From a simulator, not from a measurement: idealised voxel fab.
process module | voxel gate over fins
cross-section cut | 280 nm wide | cells 5 nm
A cross-section is a grid of square cells, given in bands from the top down. A band is one or more rows of cells.
Each band's line starts with the height of the band's top and of its bottom, in nm. Then come its materials from left to right, each with its width in nm. One material with "throughout" fills the band from edge to edge. "air" is empty space.
Height 0 is the level under which the wafer as received is all one material. The lowest band goes on downwards, as in "0 down".
A width such as "30 to 40" changes by the same amount from each row of cells to the next, from the band's top row to its bottom row.
"no change" after a step means that no cell of the cross-section changed.
closed voids: empty space of 8 cells or more with no open way to the top, each as width x height at its distance from the left edge, in nm
after a step's settings: what the simulator itself notes on the step
overlay nm, on a step with a mask: how far to the right of its planned place the mask lay; to the left if negative
plan
1 op RECEIVE | material Si
2 op CONFORMAL_DEP | material SiN | thk nm 10
3 op MASKED_ETCH | tone cover | mask id FINS | width nm 15 | pitch nm 45 | etch materials SiN | depth nm 10 | overlay nm 0
4 op MASKED_ETCH | tone cover | mask id FINS | width nm 15 | pitch nm 45 | etch materials Si | depth nm 30 | overlay nm 0
5 op OXIDIZE | depth nm 5
6 op FILL_DEP | material SiO2 | thk nm 5
7 op CMP | height nm 10
8 op SELECTIVE_ETCH | etch materials SiO2 | depth nm 20
9 op STRIP | etch materials SiN
10 op CONFORMAL_DEP | material HfO2 | thk nm 5
11 op CONFORMAL_DEP | material TiN | thk nm 5
12 op CONFORMAL_DEP | material TiAl | thk nm 5
13 op CONFORMAL_DEP | material TiN | thk nm 5
14 op FILL_DEP | material W | thk nm 15
15 op CMP | height nm 30
16 op CONFORMAL_DEP | material SiN | thk nm 10
as received, after step 1
  0 down: Si throughout
  closed voids: none
a wafer at the end: this start, this plan, one mistake
  40 to 30: SiN throughout
  30 to 20: W throughout
  20 to 15: W 95 | TiN 90 | W 95
  15 to 10: W 90 | TiN 10 | TiAl 35 | TiN 10 | TiAl 35 | TiN 10 | W 90
  10 to 5: TiN 95 | TiAl 10 | TiN 25 | TiAl 20 | TiN 25 | TiAl 10 | TiN 95
  5 to 0: TiAl 100 | TiN 10 | HfO2 15 | TiN 10 | TiAl 10 | TiN 10 | HfO2 15 | TiN 10 | TiAl 100
  0 to -5: TiN 105 | HfO2 10 | Si 5 | HfO2 10 | TiN 20 | HfO2 10 | Si 5 | HfO2 10 | TiN 105
  -5 to -10: HfO2 110 | Si 15 | HfO2 30 | Si 15 | HfO2 110
  -10 to -35: SiO2 110 | Si 15 | SiO2 30 | Si 15 | SiO2 110
  -35 down: Si throughout
  closed voids: none
what went wrong: step 4 ran as: op MASKED_ETCH | tone cover | mask id FINS | width nm 25 | pitch nm 45 | etch materials Si | depth nm 30 | overlay nm 0
